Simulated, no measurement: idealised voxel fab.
Process module under the name voxel quadruple lines
Shown is cross-section cut, with a width of 265 nm and square cells of size 5 nm.
Notation: cross-section as square-cell grid; stated in bands, top first, going down; one or more cell rows per band.
A band entry consists of two parts. The first gives the height of the band's top and the height of its bottom, in nm. The rest lists the band's materials from left to right, each with its width in nm. A single material labelled with the word "throughout" fills the band from edge to edge, and the word "air" marks empty space.
Heights are expressed relative to 0, this being the level below which the as-received wafer comprises one material exclusively. The lowest band is unbounded in the downward direction and is denoted as in "0 -> down".
The notation "30->40" denotes a width that varies across the rows of cells in the band, beginning at the first number in the top row, finishing at the second number in the bottom row, and changing by an identical amount from each row to the next.
"remained unchanged" -> step changed no cross-section cell.
In the "Completely sealed voids" entry, you get each enclosed empty space of 8 cells or more, one with no open way to the top, written width x height at distance, distance from the left edge, in nm.
Where a step's line continues beyond its settings, the continuation is a remark by the simulator itself on that step.
What "overlay nm" on a step's line means: if the step has a mask, that mask lay this far to the right of its planned place, or, when the value is negative, to the left.

This section lists the process steps that were planned:
1 RECEIVE with material Si
2 CONFORMAL_DEP with material SiO2, thk nm 5
3 DIRECTIONAL_DEP with material TiN, thk nm 10
4 DIRECTIONAL_DEP with material polySi, thk nm 15
5 DIRECTIONAL_DEP with material aC, thk nm 25
6 PATTERN with tone cover, mask id MANDREL, material resist, width nm 25, pitch nm 80, thk nm 30, overlay nm 0
7 DIRECTIONAL_ETCH with etch materials aC, depth nm 25
8 STRIP with etch materials resist
9 CONFORMAL_DEP with material SiO2, thk nm 15
10 DIRECTIONAL_ETCH with etch materials SiO2, depth nm 15
11 STRIP with etch materials aC
12 DIRECTIONAL_ETCH with etch materials polySi, depth nm 15
13 STRIP with etch materials SiO2
14 CONFORMAL_DEP with material SiCN, thk nm 5
15 DIRECTIONAL_ETCH with etch materials SiCN, depth nm 5
16 STRIP with etch materials polySi
17 DIRECTIONAL_ETCH with etch materials TiN, depth nm 10
18 STRIP with etch materials SiCN

Received-state cross-section, reflecting completion of step 1:
    0 -> down: Si throughout
    Completely sealed voids: none

The first of the two wafers as seen in cross-section once the module was finished; processing followed the plan:
    15 -> 5: air 60 nm; TiN 5 nm; air 15 nm; TiN 5 nm; air 15 nm; TiN 5 nm; air 15 nm; TiN 5 nm; air 15 nm; TiN 5 nm; air 15 nm; TiN 5 nm; air 15 nm; TiN 5 nm; air 15 nm; TiN 5 nm; air 60 nm
    5 -> 0: SiO2 throughout
    0 -> down: Si throughout
    Completely sealed voids: none

The second wafer, shown in cross-section after the module: started the same way as the first and given the same plan, yet one mistake crept into how it was run:
    15 -> 5: air 55 nm; TiN 5 nm; air 15 nm; TiN 5 nm; air 25 nm; TiN 5 nm; air 15 nm; TiN 5 nm; air 5 nm; TiN 5 nm; air 15 nm; TiN 5 nm; air 25 nm; TiN 5 nm; air 15 nm; TiN 5 nm; air 55 nm
    5 -> 0: SiO2 throughout
    0 -> down: Si throughout
    Completely sealed voids: none
Plan not followed: it should be noted that step 6 was executed with settings other than those planned, the operation and settings actually applied being PATTERN with tone cover, mask id MANDREL, material resist, width nm 35, pitch nm 80, thk nm 30, overlay nm 0
Cell counts per material: same on both final wafers. Positions: different.
